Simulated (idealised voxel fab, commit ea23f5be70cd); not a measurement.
The process module presented herein is designated voxel lift off.
We display cut, a cross-section 280 nm in width whose square cells are each 5 nm.
Cross-section layout: square cells on a grid; listed as bands, top to bottom; a band spans one or more cell rows.
This entry defines a band. It first specifies the height of the band's top and the height of its bottom in nm, and then specifies the band's materials from left to right, stating each material with its width in nm. The word "everywhere" identifies a single material that fills the band from edge to edge, while the word "empty" identifies empty space.
For the purposes of this specification, 0 denotes the height below which the wafer in its as-received condition is composed wholly of one material, and the lowermost band, lacking a lower limit, extends downward without end, as expressed in "0 and below".
Read "30..40" as a graded width: first number on top, second number at the bottom, same change between each pair of neighbouring rows.
"nothing altered" (step): cross-section cells unchanged, all of them.
In the "Completely sealed voids" entry, you get each enclosed empty space of 8 cells or more, one with no open way to the top, written width x height at distance, distance from the left edge, in nm.
Read whatever lies past the settings on a step's line as the simulator's own remark about the step.
Among the settings permitted on a step's line is "overlay nm"; applied to a step with a mask, it specifies the extent to which the mask lay to the right of its planned position, whereas a negative figure signifies a position to the left.

Here's what the planned process steps look like
1) RECEIVE [material Si]
2) CONFORMAL_DEP [material SiO2] [thk nm 10]
3) PATTERN [tone open] [mask id LINES] [material resist] [width nm 25] [pitch nm 40] [thk nm 20] [overlay nm 0]
4) DIRECTIONAL_DEP [material Ru] [thk nm 5]
5) STRIP [etch materials resist]
6) CONFORMAL_DEP [material SiCN] [thk nm 5]

First of the two wafers, run per plan

Cross-section: wafer on arrival = after step 1
- 0 and below  Si everywhere
- Completely sealed voids: none

The following cross-section depicts the wafer upon completion of step 2
- 10 down to 0  SiO2 everywhere
- Anything lower than 0 is untouched.

The following cross-section depicts the wafer upon completion of step 3
- 30 down to 10  resist=105 | empty=25 | resist=15 | empty=25 | resist=110
- Anything lower than 10 is untouched.

The following cross-section depicts the wafer upon completion of step 4
- 35 down to 30  Ru=105 | empty=25 | Ru=15 | empty=25 | Ru=110
- 30 down to 15  resist=105 | empty=25 | resist=15 | empty=25 | resist=110
- 15 down to 10  resist=105 | Ru=25 | resist=15 | Ru=25 | resist=110
- Anything lower than 10 is untouched.

The following cross-section depicts the wafer upon completion of step 5
- 15 down to 10  empty=105 | Ru=25 | empty=15 | Ru=25 | empty=110
- Anything lower than 10 is untouched.

The following cross-section depicts the wafer upon completion of step 6
- 20 down to 15  empty=100 | SiCN=35 | empty=5 | SiCN=35 | empty=105
- 15 down to 10  SiCN=105 | Ru=25 | SiCN=15 | Ru=25 | SiCN=110
- Anything lower than 10 is untouched.

Second of two: same start, same plan, one run error; steps up to and including 1 match the first

Second wafer, cross-section, planned end of step 2
- 10 down to 0  SiCN everywhere
- Anything lower than 0 is untouched.

Second wafer, cross-section, planned end of step 3
- 30 down to 10  resist=105 | empty=25 | resist=15 | empty=25 | resist=110
- Anything lower than 10 is untouched.

Second wafer, cross-section, planned end of step 4
- 35 down to 30  Ru=105 | empty=25 | Ru=15 | empty=25 | Ru=110
- 30 down to 15  resist=105 | empty=25 | resist=15 | empty=25 | resist=110
- 15 down to 10  resist=105 | Ru=25 | resist=15 | Ru=25 | resist=110
- Anything lower than 10 is untouched.

Second wafer, cross-section, planned end of step 5
- 15 down to 10  empty=105 | Ru=25 | empty=15 | Ru=25 | empty=110
- Anything lower than 10 is untouched.

Second wafer, cross-section, planned end of step 6
- 20 down to 15  empty=100 | SiCN=35 | empty=5 | SiCN=35 | empty=105
- 15 down to 10  SiCN=105 | Ru=25 | SiCN=15 | Ru=25 | SiCN=110
- Anything lower than 10 is untouched.
Finding, execution versus plan: off-plan run, step 2, actual operation and settings CONFORMAL_DEP [material SiCN] [thk nm 10]
At the finish, the second wafer shows more or fewer cells for some materials than the first does: SiCN +112 | SiO2 -112
